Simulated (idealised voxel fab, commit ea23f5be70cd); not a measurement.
Process module in this document: voxel self aligned vias
Each square cell in cross-section cut measures 5 nm, and the section as a whole is 220 nm wide.
A cross-section is written here as square cells arranged in a grid, and it is given in bands from the top down, each band taking up one or more rows of cells. A band entry consists of two parts. The first gives the height of the band's top and the height of its bottom, in nm. The rest lists the band's materials from left to right, each with its width in nm. A single material labelled with the word "edge to edge" fills the band from edge to edge, and the word "air" marks empty space. Height datum 0, below which the as-received substrate wafer is one material. Lowest band open at the bottom, running downward: "from 0 down". The notation "30->40" denotes a width that varies across the rows of cells in the band, beginning at the first number in the top row, finishing at the second number in the bottom row, and changing by an identical amount from each row to the next. Key: "changes: none" - step with no changed cell in the cross-section. Any empty space of 8 cells or more lacking an open way to the top shows up in "Enclosed internal voids" as width x height at distance, distance from the left edge, in nm. On each step's line, the part that comes after the settings is the simulator's own comment on the step. When a step includes a mask, the "overlay nm" setting on its line states how far to the right of its planned place that mask lay, and negative values state how far to the left.

### The steps planned for the process are as follows
1: op RECEIVE | material Si
2: op CONFORMAL_DEP | material SiO2 | thk nm 10
3: op CONFORMAL_DEP | material SiCN | thk nm 5
4: op DIRECTIONAL_DEP | material SiO2 | thk nm 15
5: op PATTERN | tone open | mask id LINES | material resist | width nm 20 | pitch nm 50 | thk nm 15 | overlay nm 0
6: op DIRECTIONAL_ETCH | etch materials SiO2 | depth nm 25
7: op STRIP | etch materials resist
8: op CONFORMAL_DEP | material TiN | thk nm 5
9: op FILL_DEP | material W | thk nm 10
10: op CMP | height nm 40
11: op SELECTIVE_ETCH | etch materials W Ru TiN | depth nm 5
12: op FILL_DEP | material SiN | thk nm 10
13: op CMP | height nm 40
14: op DIRECTIONAL_DEP | material SiO2 | thk nm 15
15: op MASKED_ETCH | tone open | mask id VIAS | width nm 30 | pitch nm 100 | etch materials SiO2 | depth nm 15 | overlay nm 0
16: op MASKED_ETCH | tone open | mask id VIAS | width nm 30 | pitch nm 100 | etch materials SiN | depth nm 5 | overlay nm 0
17: op CONFORMAL_DEP | material TiN | thk nm 5
18: op FILL_DEP | material Ru | thk nm 10
19: op CMP | height nm 55
20: op CONFORMAL_DEP | material SiN | thk nm 5
Don't read the plan's thk nm for step 4 as applying to every wafer: that's the first wafer's value, and the wafers differ in it, though they all start identical.

### Received wafers, first of several: cross-section after step 1
from 0 down | Si edge to edge
Enclosed internal voids: none

### Gained (+) or lost (-) cells of each material since receipt, then closed voids: one row per wafer, at the end of the module
thk nm 15 | +24 Ru | +44 SiCN | +76 SiN | +280 SiO2 | +86 TiN | +18 W | Enclosed internal voids: none
thk nm 20 | +24 Ru | +44 SiCN | +76 SiN | +312 SiO2 | +54 TiN | +18 W | Enclosed internal voids: none
thk nm 25 | +20 Ru | +44 SiCN | +48 SiN | +344 SiO2 | +54 TiN | +18 W | Enclosed internal voids: none
thk nm 30 | +20 Ru | +44 SiCN | +48 SiN | +356 SiO2 | +48 TiN | +12 W | Enclosed internal voids: none
thk nm 35 | +20 Ru | +44 SiCN | +48 SiN | +368 SiO2 | +42 TiN | +6 W | Enclosed internal voids: none
thk nm 40 | +20 Ru | +44 SiCN | +48 SiN | +380 SiO2 | +36 TiN | Enclosed internal voids: none
